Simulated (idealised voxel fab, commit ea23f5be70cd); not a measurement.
Presented below is a process module, voxel trench capacitor.
Pictured: cross-section cut, 255 nm wide, on a grid of 5 nm square cells.
Cross-section spec: square-cell grid; bands listed top down; each band is one or more rows.
Heights first: top, then bottom, in nm. Then materials, left to right, each with a width in nm. "full width" on a single material: fills the band edge to edge. "empty": empty space.
It should be noted that heights are counted from 0, beneath which the wafer as supplied is of one material throughout, and that the lowest band possesses no lower boundary but continues downward, as written in "from 0 down".
It should be noted that a width expressed as "30->40" varies in equal increments from row to row of cells within the band, taking the value of the first number at the top row and that of the second number at the bottom row.
"everything unchanged", as given for a step, is the statement that not any cell of the cross-section underwent a change during that step.
Empty spaces without an open route to the top, at least 8 cells in extent, make up the entry "Fully closed voids"; each is given as width x height at distance, where the distance is measured from the left edge, and all are in nm.
That trailing text on a step's line, after the settings, is the simulator's own remark on the step.
The line of a step may include "overlay nm". On a step with a mask, this value is how far to the right of its planned place the mask lay. A negative value means the mask lay to the left.
Plan
1 RECEIVE: material Si
2 CONFORMAL_DEP: material SiN, thk nm 10
3 DIRECTIONAL_DEP: material aC, thk nm 15
4 PATTERN: tone open, mask id TRENCH, material resist, width nm 20, pitch nm 45, thk nm 30, overlay nm 0
5 DIRECTIONAL_ETCH: etch materials aC, depth nm 15
6 STRIP: etch materials resist
7 DIRECTIONAL_ETCH: etch materials SiN, depth nm 10
8 DIRECTIONAL_ETCH: etch materials Si, depth nm 30
9 STRIP: etch materials aC
10 CONFORMAL_DEP: material SiO2, thk nm 5
11 FILL_DEP: material polySi, thk nm 10
12 CMP: height nm 10
The following pertains to the first of two wafers, which was processed as planned
So this is the incoming wafer in cross-section - it's already been through step 1
  from 0 down  Si full width
  Fully closed voids: none
Once step 2 is through, the wafer looks like this in cross-section
  from 10 to 0  SiN full width
  Whatever lies below 0 is exactly as it was before.
Once step 3 is through, the wafer looks like this in cross-section
  from 25 to 10  aC full width
  Whatever lies below 10 is exactly as it was before.
Once step 4 is through, the wafer looks like this in cross-section
  from 55 to 25  50 resist / 20 empty / 25 resist / 20 empty / 25 resist / 20 empty / 25 resist / 20 empty / 50 resist
  Whatever lies below 25 is exactly as it was before.
Once step 5 is through, the wafer looks like this in cross-section
  from 40 to 25  50 resist / 20 empty / 25 resist / 20 empty / 25 resist / 20 empty / 25 resist / 20 empty / 50 resist
  from 25 to 10  50 aC / 20 empty / 25 aC / 20 empty / 25 aC / 20 empty / 25 aC / 20 empty / 50 aC
  Whatever lies below 10 is exactly as it was before.
Once step 6 is through, the wafer looks like this in cross-section
  from 25 to 10  50 aC / 20 empty / 25 aC / 20 empty / 25 aC / 20 empty / 25 aC / 20 empty / 50 aC
  Whatever lies below 10 is exactly as it was before.
Once step 7 is through, the wafer looks like this in cross-section
  from 25 to 10  50 aC / 20 empty / 25 aC / 20 empty / 25 aC / 20 empty / 25 aC / 20 empty / 50 aC
  from 10 to 0  50 SiN / 20 empty / 25 SiN / 20 empty / 25 SiN / 20 empty / 25 SiN / 20 empty / 50 SiN
  Whatever lies below 0 is exactly as it was before.
Once step 8 is through, the wafer looks like this in cross-section
  from 25 to 10  50 aC / 20 empty / 25 aC / 20 empty / 25 aC / 20 empty / 25 aC / 20 empty / 50 aC
  from 10 to 0  50 SiN / 20 empty / 25 SiN / 20 empty / 25 SiN / 20 empty / 25 SiN / 20 empty / 50 SiN
  from 0 to -30  50 Si / 20 empty / 25 Si / 20 empty / 25 Si / 20 empty / 25 Si / 20 empty / 50 Si
  Whatever lies below -30 is exactly as it was before.
Once step 9 is through, the wafer looks like this in cross-section
  from 10 to 0  50 SiN / 20 empty / 25 SiN / 20 empty / 25 SiN / 20 empty / 25 SiN / 20 empty / 50 SiN
  Whatever lies below 0 is exactly as it was before.
Once step 10 is through, the wafer looks like this in cross-section
  from 15 to 10  55 SiO2 / 10 empty / 35 SiO2 / 10 empty / 35 SiO2 / 10 empty / 35 SiO2 / 10 empty / 55 SiO2
  from 10 to 0  50 SiN / 5 SiO2 / 10 empty / 5 SiO2 / 25 SiN / 5 SiO2 / 10 empty / 5 SiO2 / 25 SiN / 5 SiO2 / 10 empty / 5 SiO2 / 25 SiN / 5 SiO2 / 10 empty / 5 SiO2 / 50 SiN
  from 0 to -25  50 Si / 5 SiO2 / 10 empty / 5 SiO2 / 25 Si / 5 SiO2 / 10 empty / 5 SiO2 / 25 Si / 5 SiO2 / 10 empty / 5 SiO2 / 25 Si / 5 SiO2 / 10 empty / 5 SiO2 / 50 Si
  from -25 to -30  50 Si / 20 SiO2 / 25 Si / 20 SiO2 / 25 Si / 20 SiO2 / 25 Si / 20 SiO2 / 50 Si
  Whatever lies below -30 is exactly as it was before.
Once step 11 is through, the wafer looks like this in cross-section
  from 25 to 15  polySi full width
  from 15 to 10  55 SiO2 / 10 polySi / 35 SiO2 / 10 polySi / 35 SiO2 / 10 polySi / 35 SiO2 / 10 polySi / 55 SiO2
  from 10 to 0  50 SiN / 5 SiO2 / 10 polySi / 5 SiO2 / 25 SiN / 5 SiO2 / 10 polySi / 5 SiO2 / 25 SiN / 5 SiO2 / 10 polySi / 5 SiO2 / 25 SiN / 5 SiO2 / 10 polySi / 5 SiO2 / 50 SiN
  from 0 to -25  50 Si / 5 SiO2 / 10 polySi / 5 SiO2 / 25 Si / 5 SiO2 / 10 polySi / 5 SiO2 / 25 Si / 5 SiO2 / 10 polySi / 5 SiO2 / 25 Si / 5 SiO2 / 10 polySi / 5 SiO2 / 50 Si
  Whatever lies below -25 is exactly as it was before.
Once step 12 is through, the wafer looks like this in cross-section
  from 10 to 0  50 SiN / 5 SiO2 / 10 polySi / 5 SiO2 / 25 SiN / 5 SiO2 / 10 polySi / 5 SiO2 / 25 SiN / 5 SiO2 / 10 polySi / 5 SiO2 / 25 SiN / 5 SiO2 / 10 polySi / 5 SiO2 / 50 SiN
  Whatever lies below 0 is exactly as it was before.
The second wafer was prepared from the same starting point and under the same plan as the first; its processing contained one mistake, and it remains indistinguishable from the first wafer up to and including step 7
Second wafer at the planned finish of step 8, seen in cross-section
  from 25 to 10  50 aC / 20 empty / 25 aC / 20 empty / 25 aC / 20 empty / 25 aC / 20 empty / 50 aC
  from 10 to 0  50 SiN / 20 empty / 25 SiN / 20 empty / 25 SiN / 20 empty / 25 SiN / 20 empty / 50 SiN
  from 0 to -35  50 Si / 20 empty / 25 Si / 20 empty / 25 Si / 20 empty / 25 Si / 20 empty / 50 Si
  Whatever lies below -35 is exactly as it was before.
Second wafer at the planned finish of step 9, seen in cross-section
  from 10 to 0  50 SiN / 20 empty / 25 SiN / 20 empty / 25 SiN / 20 empty / 25 SiN / 20 empty / 50 SiN
  Whatever lies below 0 is exactly as it was before.
Second wafer at the planned finish of step 10, seen in cross-section
  from 15 to 10  55 SiO2 / 10 empty / 35 SiO2 / 10 empty / 35 SiO2 / 10 empty / 35 SiO2 / 10 empty / 55 SiO2
  from 10 to 0  50 SiN / 5 SiO2 / 10 empty / 5 SiO2 / 25 SiN / 5 SiO2 / 10 empty / 5 SiO2 / 25 SiN / 5 SiO2 / 10 empty / 5 SiO2 / 25 SiN / 5 SiO2 / 10 empty / 5 SiO2 / 50 SiN
  from 0 to -30  50 Si / 5 SiO2 / 10 empty / 5 SiO2 / 25 Si / 5 SiO2 / 10 empty / 5 SiO2 / 25 Si / 5 SiO2 / 10 empty / 5 SiO2 / 25 Si / 5 SiO2 / 10 empty / 5 SiO2 / 50 Si
  from -30 to -35  50 Si / 20 SiO2 / 25 Si / 20 SiO2 / 25 Si / 20 SiO2 / 25 Si / 20 SiO2 / 50 Si
  Whatever lies below -35 is exactly as it was before.
Second wafer at the planned finish of step 11, seen in cross-section
  from 25 to 15  polySi full width
  from 15 to 10  55 SiO2 / 10 polySi / 35 SiO2 / 10 polySi / 35 SiO2 / 10 polySi / 35 SiO2 / 10 polySi / 55 SiO2
  from 10 to 0  50 SiN / 5 SiO2 / 10 polySi / 5 SiO2 / 25 SiN / 5 SiO2 / 10 polySi / 5 SiO2 / 25 SiN / 5 SiO2 / 10 polySi / 5 SiO2 / 25 SiN / 5 SiO2 / 10 polySi / 5 SiO2 / 50 SiN
  from 0 to -30  50 Si / 5 SiO2 / 10 polySi / 5 SiO2 / 25 Si / 5 SiO2 / 10 polySi / 5 SiO2 / 25 Si / 5 SiO2 / 10 polySi / 5 SiO2 / 25 Si / 5 SiO2 / 10 polySi / 5 SiO2 / 50 Si
  Whatever lies below -30 is exactly as it was before.
Second wafer at the planned finish of step 12, seen in cross-section
  from 10 to 0  50 SiN / 5 SiO2 / 10 polySi / 5 SiO2 / 25 SiN / 5 SiO2 / 10 polySi / 5 SiO2 / 25 SiN / 5 SiO2 / 10 polySi / 5 SiO2 / 25 SiN / 5 SiO2 / 10 polySi / 5 SiO2 / 50 SiN
  Whatever lies below 0 is exactly as it was before.
So what did we get wrong on this run? step 8 did not use the planned setting and instead ran as DIRECTIONAL_ETCH: etch materials Si, depth nm 35
Cell-count delta at end, second wafer over first, by material: -16 Si, +8 SiO2, +8 polySi
